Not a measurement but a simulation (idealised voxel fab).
Module name: voxel gate over fins (process module)
It is cross-section cut that appears here, measuring 270 nm in width, its square cells being 5 nm in size.
Cross-section = grid of square cells, listed top down in bands; band = one or more rows.
Look at the band entry: it leads with the top's height and the bottom's height in nm. Then it lists the materials left to right, with a width in nm for each. The word "edge to edge" on a single material says that material fills the band edge to edge. The word "empty" is empty space.
Zero point of the height axis is 0; under it, received wafer = one material. Lowest band: continues down indefinitely, "z 0 and below".
Width: "30->40" (first number = top row, second number = bottom row, same change from row to row of cells).
Key: "nothing got changed" - step with no changed cell in the cross-section.
"Voids lacking openings": sealed empty spaces, 8 cells or more, no open way to top, listed width x height at distance, with distance from the left edge and width, height and distance in nm.
On each step's line, the part that comes after the settings is the simulator's own comment on the step.
For masked steps, "overlay nm" on the step line gives how far right of plan the mask actually lay; a minus sign means it lay to the left.

[Steps planned for the process]
1. RECEIVE [material Si]
2. CONFORMAL_DEP [material SiN] [thk nm 5]
3. MASKED_ETCH [tone cover] [mask id FINS] [width nm 15] [pitch nm 55] [etch materials SiN] [depth nm 5] [overlay nm 0]
4. MASKED_ETCH [tone cover] [mask id FINS] [width nm 15] [pitch nm 55] [etch materials Si] [depth nm 30] [overlay nm 0]
5. FILL_DEP [material SiO2] [thk nm 15]
6. CMP [height nm 5]
7. DIRECTIONAL_DEP [material aC] [thk nm 15]
8. PATTERN [tone open] [mask id RAIL] [material resist] [width nm 15] [thk nm 35] [overlay nm 0]
9. DIRECTIONAL_ETCH [etch materials aC] [depth nm 15]
10. STRIP [etch materials resist]
11. DIRECTIONAL_ETCH [etch materials SiO2] [depth nm 30]
12. STRIP [etch materials aC]
13. CONFORMAL_DEP [material TiN] [thk nm 5]
14. FILL_DEP [material Ru] [thk nm 5]
15. CMP [height nm 5]
16. SELECTIVE_ETCH [etch materials W Ru TiN] [depth nm 25]
17. FILL_DEP [material SiO2] [thk nm 5]
18. CMP [height nm 5]
19. SELECTIVE_ETCH [etch materials SiO2] [depth nm 20]
20. STRIP [etch materials SiN]
21. CONFORMAL_DEP [material HfO2] [thk nm 5]
22. CONFORMAL_DEP [material TiN] [thk nm 5]
23. FILL_DEP [material W] [thk nm 10]
24. CMP [height nm 15]
25. CONFORMAL_DEP [material SiN] [thk nm 10]

[Shown in cross-section is the wafer as received, that is, as it stands after step 1]
  z 0 and below: Si edge to edge
  Voids lacking openings: none

[End-of-module cross-section. Starting structure and process plan as above; one mistake made in running it]
  z 25 to 15: SiN edge to edge
  z 15 to 10: W edge to edge
  z 10 to 5: W=90 | TiN=35 | W=20 | TiN=35 | W=90
  z 5 to 0: W=90 | TiN=5 | HfO2=25 | TiN=5 | W=20 | TiN=5 | HfO2=25 | TiN=5 | W=90
  z 0 to -5: W=90 | TiN=5 | HfO2=5 | Si=15 | HfO2=5 | TiN=5 | W=20 | TiN=5 | HfO2=5 | Si=15 | HfO2=5 | TiN=5 | W=90
  z -5 to -10: TiN=95 | HfO2=5 | Si=15 | HfO2=5 | TiN=30 | HfO2=5 | Si=15 | HfO2=5 | TiN=95
  z -10 to -15: HfO2=100 | Si=15 | HfO2=40 | Si=15 | HfO2=100
  z -15 to -20: SiO2=100 | Si=15 | SiO2=40 | Si=15 | SiO2=100
  z -20 to -25: SiO2=100 | Si=15 | SiO2=10 | TiN=20 | SiO2=10 | Si=15 | SiO2=100
  z -25 to -30: SiO2=100 | Si=15 | SiO2=40 | Si=15 | SiO2=100
  z -30 and below: Si edge to edge
  Voids lacking openings: none
Which mistake was made when the wafer was run? contrary to plan, step 8 was performed as PATTERN [tone open] [mask id RAIL] [material resist] [width nm 20] [thk nm 35] [overlay nm 0]
